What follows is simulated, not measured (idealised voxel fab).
process module | voxel wiring stack
The figure presents cross-section cut, which has a width of 245 nm and is divided into square cells with an edge length of 5 nm.
Bands, listed from the top down, are how a cross-section gets written in this document; the cross-section itself is a grid of square cells, and a band is one or more rows of them.
Top height, bottom height, nm. Materials left to right, width each, nm. Single material + "throughout" = fills band edge to edge. "blank" = empty.
Height datum 0, below which the as-received substrate wafer is one material. Lowest band open at the bottom, running downward: "0 nm and below".
Quick explanation for "30->40": the width changes in equal steps down the rows of cells, from the first number in the band's top row to the second number in its bottom row.
"left unchanged" means the step left every cell of the cross-section as it was.
"Closed void entries": sealed empty spaces, 8 cells or more, no open way to top, listed width x height at distance, with distance from the left edge and width, height and distance in nm.
It should be noted that, on the line of a given step, the content following the step's settings is a remark produced by the simulator itself with respect to that step.
For masked steps, "overlay nm" on the step line gives how far right of plan the mask actually lay; a minus sign means it lay to the left.
# The steps planned for the process are as follows
- 1: RECEIVE (material Si)
- 2: CONFORMAL_DEP (material SiO2; thk nm 10)
- 3: DIRECTIONAL_DEP (material TiN; thk nm 5)
- 4: DIRECTIONAL_DEP (material Ru; thk nm 20)
- 5: PATTERN (tone cover; mask id METAL_1; material resist; width nm 20; pitch nm 35; thk nm 15; overlay nm 0)
- 6: DIRECTIONAL_ETCH (etch materials Ru; depth nm 20)
- 7: DIRECTIONAL_ETCH (etch materials TiN; depth nm 5)
- 8: STRIP (etch materials resist)
- 9: CONFORMAL_DEP (material SiN; thk nm 5)
- 10: FILL_DEP (material SiO2; thk nm 5)
- 11: CMP (height nm 35)
- 12: CONFORMAL_DEP (material SiCN; thk nm 5)
- 13: DIRECTIONAL_DEP (material SiO2; thk nm 20)
- 14: DIRECTIONAL_DEP (material aC; thk nm 15)
- 15: PATTERN (tone open; mask id PLUG_1; material resist; width nm 15; pitch nm 70; thk nm 30; overlay nm 0)
- 16: DIRECTIONAL_ETCH (etch materials aC; depth nm 15)
- 17: STRIP (etch materials resist)
- 18: DIRECTIONAL_ETCH (etch materials SiO2; depth nm 20)
- 19: DIRECTIONAL_ETCH (etch materials SiCN; depth nm 5)
- 20: STRIP (etch materials aC)
- 21: EPI (material Ru; thk nm 10)
- 22: EPI (material Ru; thk nm 10)
- 23: EPI (material Ru; thk nm 5)
- 24: DIRECTIONAL_DEP (material TiN; thk nm 5)
- 25: DIRECTIONAL_DEP (material Ru; thk nm 20)
- 26: MASKED_ETCH (tone cover; mask id METAL_2; width nm 20; pitch nm 35; etch materials Ru; depth nm 20; overlay nm 0)
- 27: MASKED_ETCH (tone cover; mask id METAL_2; width nm 20; pitch nm 35; etch materials TiN; depth nm 5; overlay nm 0)
- 28: FILL_DEP (material SiO2; thk nm 10)
- 29: CMP (height nm 85)
- 30: CONFORMAL_DEP (material SiCN; thk nm 5)
- 31: DIRECTIONAL_DEP (material SiO2; thk nm 15)
- 32: MASKED_ETCH (tone open; mask id PLUG_2; width nm 15; pitch nm 35; etch materials SiO2; depth nm 15; overlay nm 0)
- 33: MASKED_ETCH (tone open; mask id PLUG_2; width nm 15; pitch nm 35; etch materials SiCN; depth nm 5; overlay nm 0)
- 34: CONFORMAL_DEP (material TiN; thk nm 5)
- 35: FILL_DEP (material W; thk nm 5)
- 36: CMP (height nm 105)
- 37: DIRECTIONAL_DEP (material TiN; thk nm 5)
- 38: DIRECTIONAL_DEP (material W; thk nm 25)
- 39: PATTERN (tone cover; mask id METAL_3; material resist; width nm 20; pitch nm 35; thk nm 20; overlay nm 0)
- 40: DIRECTIONAL_ETCH (etch materials W; depth nm 25)
- 41: DIRECTIONAL_ETCH (etch materials TiN; depth nm 5)
- 42: STRIP (etch materials resist)
- 43: FILL_DEP (material SiO2; thk nm 5)
- 44: CMP (height nm 135)
- 45: CONFORMAL_DEP (material SiN; thk nm 5)
# Wafer cross-section on receipt, i.e. after step 1
	0 nm and below: Si throughout
	Closed void entries: none
# Here's the cross-section of the first of our two wafers at the end of the module - it ran as planned
	140 nm to 135 nm: SiN throughout
	135 nm to 110 nm: SiO2 (60); W (20); SiO2 (15); W (20); SiO2 (15); W (20); SiO2 (15); W (20); SiO2 (60)
	110 nm to 105 nm: SiO2 (60); TiN (20); SiO2 (15); TiN (20); SiO2 (15); TiN (20); SiO2 (15); TiN (20); SiO2 (60)
	105 nm to 90 nm: SiO2 (60); TiN (5); W (5); TiN (5); SiO2 (20); TiN (5); W (5); TiN (5); SiO2 (20); TiN (5); W (5); TiN (5); SiO2 (20); TiN (5); W (5); TiN (5); SiO2 (65)
	90 nm to 85 nm: SiCN (60); TiN (15); SiCN (20); TiN (15); SiCN (20); TiN (15); SiCN (20); TiN (15); SiCN (65)
	85 nm to 65 nm: SiO2 (60); Ru (20); SiO2 (15); Ru (20); SiO2 (15); Ru (20); SiO2 (15); Ru (20); SiO2 (60)
	65 nm to 60 nm: SiO2 (60); TiN (20); SiO2 (15); TiN (20); SiO2 (15); TiN (20); SiO2 (15); TiN (20); SiO2 (60)
	60 nm to 40 nm: SiO2 (60); Ru (15); SiO2 (55); Ru (15); SiO2 (100)
	40 nm to 35 nm: SiCN (60); Ru (15); SiCN (55); Ru (15); SiCN (100)
	35 nm to 15 nm: SiO2 (55); SiN (5); Ru (20); SiN (5); SiO2 (5); SiN (5); Ru (20); SiN (5); SiO2 (5); SiN (5); Ru (20); SiN (5); SiO2 (5); SiN (5); Ru (20); SiN (5); SiO2 (55)
	15 nm to 10 nm: SiN (60); TiN (20); SiN (15); TiN (20); SiN (15); TiN (20); SiN (15); TiN (20); SiN (60)
	10 nm to 0 nm: SiO2 throughout
	0 nm and below: Si throughout
	Closed void entries: none
# Same start, same plan as the first wafer - but one mistake in the run. Cross-section of the second of the two at the end of the module
	140 nm to 135 nm: SiN throughout
	135 nm to 110 nm: SiO2 (60); W (20); SiO2 (15); W (20); SiO2 (15); W (20); SiO2 (15); W (20); SiO2 (60)
	110 nm to 105 nm: SiO2 (60); TiN (20); SiO2 (15); TiN (20); SiO2 (15); TiN (20); SiO2 (15); TiN (20); SiO2 (60)
	105 nm to 90 nm: SiO2 (60); TiN (5); W (5); TiN (5); SiO2 (20); TiN (5); W (5); TiN (5); SiO2 (20); TiN (5); W (5); TiN (5); SiO2 (20); TiN (5); W (5); TiN (5); SiO2 (65)
	90 nm to 85 nm: SiCN (60); TiN (15); SiCN (20); TiN (15); SiCN (20); TiN (15); SiCN (20); TiN (15); SiCN (65)
	85 nm to 65 nm: SiO2 (60); Ru (20); SiO2 (15); Ru (20); SiO2 (15); Ru (20); SiO2 (15); Ru (20); SiO2 (60)
	65 nm to 60 nm: SiO2 (60); TiN (20); SiO2 (15); TiN (20); SiO2 (15); TiN (20); SiO2 (15); TiN (20); SiO2 (60)
	60 nm to 40 nm: SiO2 (55); Ru (25); SiO2 (45); Ru (25); SiO2 (95)
	40 nm to 35 nm: SiCN (55); Ru (25); SiCN (45); Ru (25); SiCN (95)
	35 nm to 15 nm: SiO2 (55); SiN (5); Ru (20); SiN (5); SiO2 (5); SiN (5); Ru (20); SiN (5); SiO2 (5); SiN (5); Ru (20); SiN (5); SiO2 (5); SiN (5); Ru (20); SiN (5); SiO2 (55)
	15 nm to 10 nm: SiN (60); TiN (20); SiN (15); TiN (20); SiN (15); TiN (20); SiN (15); TiN (20); SiN (60)
	10 nm to 0 nm: SiO2 throughout
	0 nm and below: Si throughout
	Closed void entries: none
what went wrong: planned and actual differ for step 15; actual: PATTERN (tone open; mask id PLUG_1; material resist; width nm 25; pitch nm 70; thk nm 30; overlay nm 0)
In the final state, the cell counts of the second wafer exceed or fall short of those of the first for the following materials: +20 Ru; -4 SiCN; -16 SiO2
